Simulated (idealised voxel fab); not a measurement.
Process module name: voxel gate over fins
It is cross-section cut that appears here, measuring 200 nm in width, its square cells being 5 nm in size.
If you're reading a cross-section in this doc, picture square cells in a grid; it comes to you as bands, top ones listed first down to the bottom, and a band can be one or more rows of cells. It is stipulated that each band's entry specify, in nanometres, the height of the top of the band and then that of its bottom, followed by the materials of the band in left-to-right sequence, each together with its width in nanometres. A single material marked by the word "everywhere" is understood to fill the band from edge to edge; the word "air" is understood to denote empty space. Convention: height 0 is the level below which the wafer, as received, is all one material. The lowest band does not terminate at the bottom but continues downward, represented as "z 0 and below". Read "30..40" as a graded width: first number on top, second number at the bottom, same change between each pair of neighbouring rows. "no modifications" for a step: no cell of the cross-section changed in that step. For the entry "Tabulated closed voids", the listed items are empty spaces with no open way to the top whose size is 8 cells or more; each item follows the pattern width x height at distance, where distance is from the left edge and all three are in nm. That trailing text on a step's line, after the settings, is the simulator's own remark on the step. Among the settings permitted on a step's line is "overlay nm"; applied to a step with a mask, it specifies the extent to which the mask lay to the right of its planned position, whereas a negative figure signifies a position to the left.

**Intended process steps**
| 1 | op RECEIVE | material Si |
| 2 | op CONFORMAL_DEP | material SiN | thk nm 10 |
| 3 | op PATTERN | tone cover | mask id FINS | material resist | width nm 15 | pitch nm 60 | thk nm 15 | overlay nm 0 |
| 4 | op DIRECTIONAL_ETCH | etch materials SiN | depth nm 10 |
| 5 | op DIRECTIONAL_ETCH | etch materials Si | depth nm 35 |
| 6 | op STRIP | etch materials resist |
| 7 | op FILL_DEP | material SiO2 | thk nm 5 |
| 8 | op CMP | height nm 10 |
| 9 | op DIRECTIONAL_DEP | material aC | thk nm 15 |
| 10 | op PATTERN | tone open | mask id RAIL | material resist | width nm 15 | thk nm 30 | overlay nm 0 |
| 11 | op DIRECTIONAL_ETCH | etch materials aC | depth nm 15 |
| 12 | op STRIP | etch materials resist |
| 13 | op DIRECTIONAL_ETCH | etch materials SiO2 | depth nm 40 |
| 14 | op STRIP | etch materials aC |
| 15 | op CONFORMAL_DEP | material TiN | thk nm 5 |
| 16 | op FILL_DEP | material W | thk nm 5 |
| 17 | op CMP | height nm 10 |
| 18 | op SELECTIVE_ETCH | etch materials W Ru TiN | depth nm 30 |
| 19 | op FILL_DEP | material SiO2 | thk nm 5 |
| 20 | op CMP | height nm 10 |
| 21 | op SELECTIVE_ETCH | etch materials SiO2 | depth nm 25 |
| 22 | op STRIP | etch materials SiN |
| 23 | op CONFORMAL_DEP | material HfO2 | thk nm 5 |
| 24 | op CONFORMAL_DEP | material TiN | thk nm 5 |
| 25 | op CONFORMAL_DEP | material TiAl | thk nm 5 |
| 26 | op CONFORMAL_DEP | material TiN | thk nm 5 |
| 27 | op FILL_DEP | material W | thk nm 15 |
| 28 | op CMP | height nm 30 |
| 29 | op CONFORMAL_DEP | material SiCN | thk nm 5 |

**The cross-section here shows the wafer as received, i.e. in its state after step 1**
> z 0 and below  Si everywhere
> Tabulated closed voids: none

**Module complete - cross-section of the first of two wafers, run according to plan**
> z 35 to 30  SiCN everywhere
> z 30 to 20  W everywhere
> z 20 to 15  40 W; 55 TiN; 5 W; 55 TiN; 45 W
> z 15 to 10  40 W; 5 TiN; 45 TiAl; 5 TiN; 5 W; 5 TiN; 45 TiAl; 5 TiN; 45 W
> z 10 to 5  40 W; 5 TiN; 5 TiAl; 35 TiN; 5 TiAl; 5 TiN; 5 W; 5 TiN; 5 TiAl; 35 TiN; 5 TiAl; 5 TiN; 45 W
> z 5 to 0  45 TiN; 5 TiAl; 5 TiN; 25 HfO2; 5 TiN; 5 TiAl; 15 TiN; 5 TiAl; 5 TiN; 25 HfO2; 5 TiN; 5 TiAl; 50 TiN
> z 0 to -5  50 TiAl; 5 TiN; 5 HfO2; 15 Si; 5 HfO2; 5 TiN; 25 TiAl; 5 TiN; 5 HfO2; 15 Si; 5 HfO2; 5 TiN; 55 TiAl
> z -5 to -10  55 TiN; 5 HfO2; 15 Si; 5 HfO2; 35 TiN; 5 HfO2; 15 Si; 5 HfO2; 60 TiN
> z -10 to -15  60 HfO2; 15 Si; 45 HfO2; 15 Si; 65 HfO2
> z -15 to -20  60 SiO2; 15 Si; 45 SiO2; 15 Si; 65 SiO2
> z -20 to -25  60 SiO2; 15 Si; 15 SiO2; 5 TiN; 5 W; 5 TiN; 15 SiO2; 15 Si; 65 SiO2
> z -25 to -30  60 SiO2; 15 Si; 15 SiO2; 15 TiN; 15 SiO2; 15 Si; 65 SiO2
> z -30 to -35  60 SiO2; 15 Si; 45 SiO2; 15 Si; 65 SiO2
> z -35 and below  Si everywhere
> Tabulated closed voids: none

**Cross-sectional view of the second of two wafers upon completion of the module. This wafer shared its starting condition and process plan with the first; one error was made during its execution**
> z 35 to 30  SiCN everywhere
> z 30 to 20  W everywhere
> z 20 to 15  TiN everywhere
> z 15 to 10  TiAl everywhere
> z 10 to 5  TiN everywhere
> z 5 to 0  65 HfO2; 5 TiN; 55 HfO2; 5 TiN; 70 HfO2
> z 0 to -10  60 Si; 5 HfO2; 5 TiN; 5 HfO2; 45 Si; 5 HfO2; 5 TiN; 5 HfO2; 65 Si
> z -10 to -15  60 Si; 15 HfO2; 45 Si; 15 HfO2; 65 Si
> z -15 to -35  60 Si; 15 SiO2; 45 Si; 15 SiO2; 65 Si
> z -35 and below  Si everywhere
> Tabulated closed voids: none
In executing the process, a mistake was made relative to the plan: step 3 changed vs plan, executed as op PATTERN | tone open | mask id FINS | material resist | width nm 15 | pitch nm 60 | thk nm 15 | overlay nm 0
Cell-count delta at end, second wafer over first, by material: +196 Si, -106 SiO2, -12 TiAl, -23 TiN, -55 W
